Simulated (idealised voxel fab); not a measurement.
The following process module bears the name voxel plated lines.
cross-section cut | 180 nm wide | cells 5 nm
Cross-section spec: square-cell grid; bands listed top down; each band is one or more rows. This entry defines a band. It first specifies the height of the band's top and the height of its bottom in nm, and then specifies the band's materials from left to right, stating each material with its width in nm. The word "everywhere" identifies a single material that fills the band from edge to edge, while the word "blank" identifies empty space. Note: height 0 marks the level under which the wafer is uniformly one material as received. Lowest band unbounded below, written "0 and below". Per-row width for "30 to 40": begins at first number (top row of band), ends at second number (bottom row), increment between rows held constant. It should be understood that the words "identical to before", when stated for a given step, signify that the cross-section underwent no change in any of its cells during that step. Basically, "Internal closed voids" tells you about the enclosed voids: empty spaces with no open way to the top, 8 cells or bigger, each written width x height at distance, where distance is from the left edge, all in nm. Read whatever lies past the settings on a step's line as the simulator's own remark about the step. When a step includes a mask, the "overlay nm" setting on its line states how far to the right of its planned place that mask lay, and negative values state how far to the left.

[Planned step list for the process]
- 1: op RECEIVE | material Si
- 2: op CONFORMAL_DEP | material Al2O3 | thk nm 5
- 3: op DIRECTIONAL_DEP | material TiN | thk nm 5
- 4: op PATTERN | tone open | mask id LINES | material resist | width nm 15 | pitch nm 35 | thk nm 40 | overlay nm 0
- 5: op EPI | material Ru | thk nm 10
- 6: op EPI | material Ru | thk nm 5
- 7: op EPI | material Ru | thk nm 5
- 8: op STRIP | etch materials resist
- 9: op DIRECTIONAL_ETCH | etch materials TiN | depth nm 5
- 10: op CONFORMAL_DEP | material SiCN | thk nm 10

[Wafer cross-section on receipt, i.e. after step 1]
  0 and below: Si everywhere
  Internal closed voids: none

[Cross-section, end of module. Start: as above. Plan: as above. Execution: one mistake]
  40 down to 30: 55 of blank / 75 of SiCN / 50 of blank
  30 down to 15: 55 of blank / 10 of SiCN / 20 of Ru / 15 of SiCN / 20 of Ru / 10 of SiCN / 50 of blank
  15 down to 10: 65 of SiCN / 20 of Ru / 15 of SiCN / 20 of Ru / 60 of SiCN
  10 down to 5: 65 of SiCN / 20 of TiN / 15 of SiCN / 20 of TiN / 60 of SiCN
  5 down to 0: Al2O3 everywhere
  0 and below: Si everywhere
  Internal closed voids: none
Run error: step 4 ran differently from the plan; actual operation with settings: op PATTERN | tone open | mask id LINES | material resist | width nm 20 | pitch nm 35 | thk nm 40 | overlay nm 0
